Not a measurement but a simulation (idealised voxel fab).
You're looking at the process module voxel wiring stack.
Xsec cut, 300 nm wide, square cell size 5 nm.
Cross-section, as written here: a square-cell grid given band by band from the top down, where a band holds one or more rows of cells.
In this notation a band is specified by the heights of its top and bottom, in that order and in nm, after which its materials appear from left to right, each paired with its width in nm. The word "everywhere" attached to a single material means that material fills the band from edge to edge; the word "blank" stands for empty space.
Where do heights start? At 0: under that level the wafer as delivered is made of one material only. And the lowest band has no floor; it just carries on downward, as in "0 nm and below".
A width such as "30->40" changes by the same amount from each row of cells to the next, from the band's top row to its bottom row.
Take "changes: none" at face value: in the step it is given for, the cross-section changed in none of its cells.
Entry "Fully sealed cavities" = empty spaces >= 8 cells with no open way to the top; each as width x height at distance, distance from left edge, all nm.
Post-settings text on a step line: simulator's own remark regarding the step.
Steps that use a mask can have "overlay nm" on their line. It says how far the mask sat to the right of where it was meant to be. Negative means to the left.
[Process steps (planned)]
- 1: op RECEIVE | material Si
- 2: op CONFORMAL_DEP | material SiO2 | thk nm 10
- 3: op DIRECTIONAL_DEP | material TiN | thk nm 5
- 4: op DIRECTIONAL_DEP | material Ru | thk nm 15
- 5: op PATTERN | tone cover | mask id METAL_1 | material resist | width nm 20 | pitch nm 40 | thk nm 15 | overlay nm 0
- 6: op DIRECTIONAL_ETCH | etch materials Ru | depth nm 15
- 7: op DIRECTIONAL_ETCH | etch materials TiN | depth nm 5
- 8: op STRIP | etch materials resist
- 9: op CONFORMAL_DEP | material SiCN | thk nm 5
- 10: op FILL_DEP | material SiO2 | thk nm 5
- 11: op CMP | height nm 30
- 12: op CONFORMAL_DEP | material SiCN | thk nm 5
- 13: op DIRECTIONAL_DEP | material SiO2 | thk nm 15
- 14: op DIRECTIONAL_DEP | material aC | thk nm 15
- 15: op PATTERN | tone open | mask id PLUG_1 | material resist | width nm 15 | pitch nm 40 | thk nm 30 | overlay nm 0
- 16: op DIRECTIONAL_ETCH | etch materials aC | depth nm 15
- 17: op STRIP | etch materials resist
- 18: op DIRECTIONAL_ETCH | etch materials SiO2 | depth nm 15
- 19: op DIRECTIONAL_ETCH | etch materials SiCN | depth nm 5
- 20: op STRIP | etch materials aC
- 21: op CONFORMAL_DEP | material TiN | thk nm 5
- 22: op FILL_DEP | material Cu | thk nm 5
- 23: op CMP | height nm 50
- 24: op CONFORMAL_DEP | material SiN | thk nm 5
- 25: op DIRECTIONAL_DEP | material lowk | thk nm 20
- 26: op DIRECTIONAL_DEP | material aC | thk nm 15
- 27: op PATTERN | tone open | mask id METAL_2 | material resist | width nm 20 | pitch nm 40 | thk nm 30 | overlay nm 0
- 28: op DIRECTIONAL_ETCH | etch materials aC | depth nm 15
- 29: op STRIP | etch materials resist
- 30: op DIRECTIONAL_ETCH | etch materials lowk | depth nm 20
- 31: op DIRECTIONAL_ETCH | etch materials SiN | depth nm 5
- 32: op STRIP | etch materials aC
- 33: op CONFORMAL_DEP | material TiN | thk nm 5
- 34: op FILL_DEP | material Cu | thk nm 5
- 35: op CMP | height nm 75
- 36: op CONFORMAL_DEP | material SiCN | thk nm 5
- 37: op DIRECTIONAL_DEP | material lowk | thk nm 30
- 38: op PATTERN | tone open | mask id METAL_3_HOLES | material resist | width nm 15 | thk nm 20 | overlay nm 0
- 39: op DIRECTIONAL_ETCH | etch materials lowk | depth nm 30
- 40: op STRIP | etch materials resist
- 41: op MASKED_ETCH | tone open | mask id METAL_3 | width nm 20 | pitch nm 40 | etch materials lowk | depth nm 15 | overlay nm 0
- 42: op MASKED_ETCH | tone open | mask id METAL_3 | width nm 20 | pitch nm 40 | etch materials SiCN | depth nm 5 | overlay nm 0
- 43: op CONFORMAL_DEP | material TiN | thk nm 5
- 44: op FILL_DEP | material Ru | thk nm 5
- 45: op CMP | height nm 110
- 46: op CONFORMAL_DEP | material SiN | thk nm 5
[Cross-section: wafer on arrival = after step 1]
> 0 nm and below | Si everywhere
> Fully sealed cavities: none
[First of two wafers: cross-section at end of module, run per plan]
> 115 nm to 110 nm | SiN everywhere
> 110 nm to 100 nm | 120 lowk; 5 TiN; 10 Ru; 5 TiN; 20 lowk; 5 TiN; 10 Ru; 5 TiN; 120 lowk
> 100 nm to 95 nm | 120 lowk; 5 TiN; 5 Ru; 10 TiN; 20 lowk; 20 TiN; 120 lowk
> 95 nm to 80 nm | 120 lowk; 5 TiN; 5 Ru; 5 TiN; 165 lowk
> 80 nm to 75 nm | 120 SiCN; 15 TiN; 165 SiCN
> 75 nm to 55 nm | 120 lowk; 5 TiN; 10 Cu; 5 TiN; 20 lowk; 5 TiN; 10 Cu; 5 TiN; 120 lowk
> 55 nm to 50 nm | 120 SiN; 20 TiN; 20 SiN; 20 TiN; 120 SiN
> 50 nm to 35 nm | 120 SiO2; 5 TiN; 5 Cu; 5 TiN; 25 SiO2; 5 TiN; 5 Cu; 5 TiN; 125 SiO2
> 35 nm to 30 nm | 120 SiCN; 15 TiN; 25 SiCN; 15 TiN; 125 SiCN
> 30 nm to 15 nm | 115 SiO2; 5 SiCN; 20 Ru; 5 SiCN; 10 SiO2; 5 SiCN; 20 Ru; 5 SiCN; 115 SiO2
> 15 nm to 10 nm | 120 SiCN; 20 TiN; 20 SiCN; 20 TiN; 120 SiCN
> 10 nm to 0 nm | SiO2 everywhere
> 0 nm and below | Si everywhere
> Fully sealed cavities: none
[Cross-sectional view: second of two wafers, end of module; start and plan identical to the first, one mistake in running]
> 115 nm to 110 nm | SiN everywhere
> 110 nm to 100 nm | 120 lowk; 5 TiN; 10 Ru; 5 TiN; 20 lowk; 5 TiN; 10 Ru; 5 TiN; 120 lowk
> 100 nm to 95 nm | 120 lowk; 5 TiN; 5 Ru; 10 TiN; 20 lowk; 20 TiN; 120 lowk
> 95 nm to 80 nm | 120 lowk; 5 TiN; 5 Ru; 5 TiN; 165 lowk
> 80 nm to 75 nm | 120 SiCN; 15 TiN; 165 SiCN
> 75 nm to 55 nm | 120 lowk; 5 TiN; 10 Cu; 5 TiN; 20 lowk; 5 TiN; 10 Cu; 5 TiN; 120 lowk
> 55 nm to 50 nm | 120 SiN; 20 TiN; 20 SiN; 20 TiN; 120 SiN
> 50 nm to 35 nm | 120 SiO2; 5 TiN; 5 Cu; 5 TiN; 25 SiO2; 5 TiN; 5 Cu; 5 TiN; 125 SiO2
> 35 nm to 30 nm | 120 SiCN; 15 TiN; 25 SiCN; 15 TiN; 125 SiCN
> 30 nm to 25 nm | SiO2 everywhere
> 25 nm to 20 nm | 115 SiO2; 30 SiCN; 10 SiO2; 30 SiCN; 115 SiO2
> 20 nm to 5 nm | 115 SiO2; 5 SiCN; 20 Ru; 5 SiCN; 10 SiO2; 5 SiCN; 20 Ru; 5 SiCN; 115 SiO2
> 5 nm to 0 nm | 120 SiCN; 20 TiN; 20 SiCN; 20 TiN; 120 SiCN
> 0 nm and below | Si everywhere
> Fully sealed cavities: none
Misprocessing identified: step 2 in the plan did not get run; it was skipped
Wafer comparison, final, in cells, second relative to first, materials more or fewer: 12 more of SiCN | 12 fewer of SiO2
